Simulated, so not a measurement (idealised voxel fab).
This section sets out a process module, namely voxel spacer lines.
In the cross-section labelled cut, the width is 195 nm and each square cell is 5 nm.
A cross-section is a grid of square cells, given in bands from the top down. A band is one or more rows of cells. Read a band's entry like this: the first values are the height of its top and the height of its bottom in nm, and what follows is the sequence of materials from left to right, each with its width in nm. Note that "blank" is empty space, and that a single material marked "all across" reaches across the band from edge to edge. Note: height 0 marks the level under which the wafer is uniformly one material as received. Lowest band unbounded below, written "0 and below". So if you see something like "30..40" for the width, read it as the top row of the band sitting at the first number and the bottom row at the second, with every row in between moving by the same amount as the last. For the purposes of this document, the phrase "no change occurred" attached to a step denotes that no cell within the cross-section was modified by that step. Look at "Closed internal voids" for the closed voids: empty spaces with no open path to the top, sized 8 cells or up. Each is width x height at distance, distance from the left edge, all nm. Post-settings text on a step line: simulator's own remark regarding the step. The setting "overlay nm" may be written on the line of a step. When the step uses a mask, the value reports how far to the right of the planned place the mask lay, and a negative value reports that it lay to the left.

Below is the list of planned process steps:
- 1: RECEIVE, material Si
- 2: CONFORMAL_DEP, material Al2O3, thk nm 5
- 3: DIRECTIONAL_DEP, material TiN, thk nm 15
- 4: DIRECTIONAL_DEP, material polySi, thk nm 30
- 5: PATTERN, tone cover, mask id MANDREL, material resist, width nm 20, pitch nm 70, thk nm 35, overlay nm 0
- 6: DIRECTIONAL_ETCH, etch materials polySi, depth nm 30
- 7: STRIP, etch materials resist
- 8: CONFORMAL_DEP, material SiO2, thk nm 15
- 9: DIRECTIONAL_ETCH, etch materials SiO2, depth nm 15
- 10: STRIP, etch materials polySi
- 11: DIRECTIONAL_ETCH, etch materials TiN, depth nm 15
- 12: STRIP, etch materials SiO2

First of the two wafers, run per plan:

Delivered wafer in cross-section: state after step 1:
0 and below = Si all across
Closed internal voids: none

Step 2 complete: cross-section through the wafer:
5 down to 0 = Al2O3 all across
All layers under 0 are left as they were.

Step 3 complete: cross-section through the wafer:
20 down to 5 = TiN all across
All layers under 5 are left as they were.

Step 4 complete: cross-section through the wafer:
50 down to 20 = polySi all across
All layers under 20 are left as they were.

Step 5 complete: cross-section through the wafer:
85 down to 50 = 15 blank; 20 resist; 50 blank; 20 resist; 50 blank; 20 resist; 20 blank
All layers under 50 are left as they were.

Step 6 complete: cross-section through the wafer:
85 down to 50 = 15 blank; 20 resist; 50 blank; 20 resist; 50 blank; 20 resist; 20 blank
50 down to 20 = 15 blank; 20 polySi; 50 blank; 20 polySi; 50 blank; 20 polySi; 20 blank
All layers under 20 are left as they were.

Step 7 complete: cross-section through the wafer:
50 down to 20 = 15 blank; 20 polySi; 50 blank; 20 polySi; 50 blank; 20 polySi; 20 blank
All layers under 20 are left as they were.

Step 8 complete: cross-section through the wafer:
65 down to 50 = 50 SiO2; 20 blank; 50 SiO2; 20 blank; 50 SiO2; 5 blank
50 down to 35 = 15 SiO2; 20 polySi; 15 SiO2; 20 blank; 15 SiO2; 20 polySi; 15 SiO2; 20 blank; 15 SiO2; 20 polySi; 15 SiO2; 5 blank
35 down to 20 = 15 SiO2; 20 polySi; 50 SiO2; 20 polySi; 50 SiO2; 20 polySi; 20 SiO2
All layers under 20 are left as they were.

Step 9 complete: cross-section through the wafer:
50 down to 20 = 15 SiO2; 20 polySi; 15 SiO2; 20 blank; 15 SiO2; 20 polySi; 15 SiO2; 20 blank; 15 SiO2; 20 polySi; 15 SiO2; 5 blank
All layers under 20 are left as they were.

Step 10 complete: cross-section through the wafer:
50 down to 20 = 15 SiO2; 20 blank; 15 SiO2; 20 blank; 15 SiO2; 20 blank; 15 SiO2; 20 blank; 15 SiO2; 20 blank; 15 SiO2; 5 blank
All layers under 20 are left as they were.

Step 11 complete: cross-section through the wafer:
50 down to 20 = 15 SiO2; 20 blank; 15 SiO2; 20 blank; 15 SiO2; 20 blank; 15 SiO2; 20 blank; 15 SiO2; 20 blank; 15 SiO2; 5 blank
20 down to 5 = 15 TiN; 20 blank; 15 TiN; 20 blank; 15 TiN; 20 blank; 15 TiN; 20 blank; 15 TiN; 20 blank; 15 TiN; 5 blank
All layers under 5 are left as they were.

Step 12 complete: cross-section through the wafer:
20 down to 5 = 15 TiN; 20 blank; 15 TiN; 20 blank; 15 TiN; 20 blank; 15 TiN; 20 blank; 15 TiN; 20 blank; 15 TiN; 5 blank
All layers under 5 are left as they were.

Second wafer - shared start and plan with the first - one error in running - same as the first up to step 2 inclusive:

Second wafer, cut view, end of step 3 per plan:
35 down to 5 = polySi all across
All layers under 5 are left as they were.

Second wafer, cut view, end of step 4 per plan:
50 down to 35 = TiN all across
All layers under 35 are left as they were.

Second wafer, cut view, end of step 5 per plan:
85 down to 50 = 15 blank; 20 resist; 50 blank; 20 resist; 50 blank; 20 resist; 20 blank
All layers under 50 are left as they were.

Second wafer, cut view, end of step 6 per plan: no change occurred

Second wafer, cut view, end of step 7 per plan:
50 down to 35 = TiN all across
All layers under 35 are left as they were.

Second wafer, cut view, end of step 8 per plan:
65 down to 50 = SiO2 all across
All layers under 50 are left as they were.

Second wafer, cut view, end of step 9 per plan:
50 down to 35 = TiN all across
All layers under 35 are left as they were.

Second wafer, cut view, end of step 10 per plan: no change occurred

Second wafer, cut view, end of step 11 per plan:
35 down to 5 = polySi all across
All layers under 5 are left as they were.

Second wafer, cut view, end of step 12 per plan: no change occurred
Which mistake was made when the wafer was run? the executed order of steps 3 and 4 is the reverse of that specified in the plan, each step having taken the other's position
At the finish, the second wafer shows more or fewer cells for some materials than the first does: TiN -54; polySi +234
